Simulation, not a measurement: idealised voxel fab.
Presented below is a process module, voxel trench capacitor.
This is section cut - it's 245 nm across, gridded in 5 nm square cells.
The cross-sections in this document take the form of a grid made of square cells. They are written out as bands, in order from top to bottom. Each band consists of one or more rows of cells. Band: top and bottom heights (nm) first, top before bottom; then materials from left to right, widths in nm. "everywhere" marks a sole material filling the band edge to edge. "blank" denotes empty space. Ref level 0: as-received wafer is one material below here. Bottom band extends down with no lower bound ("z 0 and below"). So if you see something like "30->40" for the width, read it as the top row of the band sitting at the first number and the bottom row at the second, with every row in between moving by the same amount as the last. "identical to before" (step): cross-section cells unchanged, all of them. "Closed internal cavities" lists enclosed empty spaces (at least 8 cells, no open path upward to the top), each as width x height at distance from the left edge, in nm. Post-settings text on a step line: simulator's own remark regarding the step. If you see "overlay nm" on a step's line and that step has a mask, it's telling you how far right of where it was planned the mask ended up; a negative number means it went left instead.
Set out below are the planned steps of the process:
1 RECEIVE (material Si)
2 CONFORMAL_DEP (material SiN; thk nm 10)
3 DIRECTIONAL_DEP (material aC; thk nm 10)
4 PATTERN (tone open; mask id TRENCH; material resist; width nm 25; pitch nm 45; thk nm 25; overlay nm 0)
5 DIRECTIONAL_ETCH (etch materials aC; depth nm 10)
6 STRIP (etch materials resist)
7 DIRECTIONAL_ETCH (etch materials SiN; depth nm 10)
8 DIRECTIONAL_ETCH (etch materials Si; depth nm 35)
9 STRIP (etch materials aC)
10 CONFORMAL_DEP (material Al2O3; thk nm 5)
11 CONFORMAL_DEP (material TiN; thk nm 5)
12 FILL_DEP (material W; thk nm 10)
13 CMP (height nm 10)
Wafer at receipt (post step 1), cross-section:
- z 0 and below: Si everywhere
- Closed internal cavities: none
The first of two wafers, cross-sectioned at the end of the module, with the run proceeding as planned:
- z 10 to 0: SiN (85); Al2O3 (5); TiN (5); W (5); TiN (5); Al2O3 (5); SiN (20); Al2O3 (5); TiN (5); W (5); TiN (5); Al2O3 (5); SiN (90)
- z 0 to -25: Si (85); Al2O3 (5); TiN (5); W (5); TiN (5); Al2O3 (5); Si (20); Al2O3 (5); TiN (5); W (5); TiN (5); Al2O3 (5); Si (90)
- z -25 to -30: Si (85); Al2O3 (5); TiN (15); Al2O3 (5); Si (20); Al2O3 (5); TiN (15); Al2O3 (5); Si (90)
- z -30 to -35: Si (85); Al2O3 (25); Si (20); Al2O3 (25); Si (90)
- z -35 and below: Si everywhere
- Closed internal cavities: none
Second wafer cross-section at end of module - shared start and plan with the first, one mistake in the run:
- z 10 to 0: SiN (95); Al2O3 (5); TiN (5); W (5); TiN (5); Al2O3 (5); SiN (20); Al2O3 (5); TiN (5); W (5); TiN (5); Al2O3 (5); SiN (80)
- z 0 to -25: Si (95); Al2O3 (5); TiN (5); W (5); TiN (5); Al2O3 (5); Si (20); Al2O3 (5); TiN (5); W (5); TiN (5); Al2O3 (5); Si (80)
- z -25 to -30: Si (95); Al2O3 (5); TiN (15); Al2O3 (5); Si (20); Al2O3 (5); TiN (15); Al2O3 (5); Si (80)
- z -30 to -35: Si (95); Al2O3 (25); Si (20); Al2O3 (25); Si (80)
- z -35 and below: Si everywhere
- Closed internal cavities: none
Deviation from plan: off-plan run, step 4, actual operation and settings PATTERN (tone open; mask id TRENCH; material resist; width nm 25; pitch nm 45; thk nm 25; overlay nm 10)
At the end, each material covers as many cells on the second wafer as it does on the first, though the cells it covers are elsewhere.
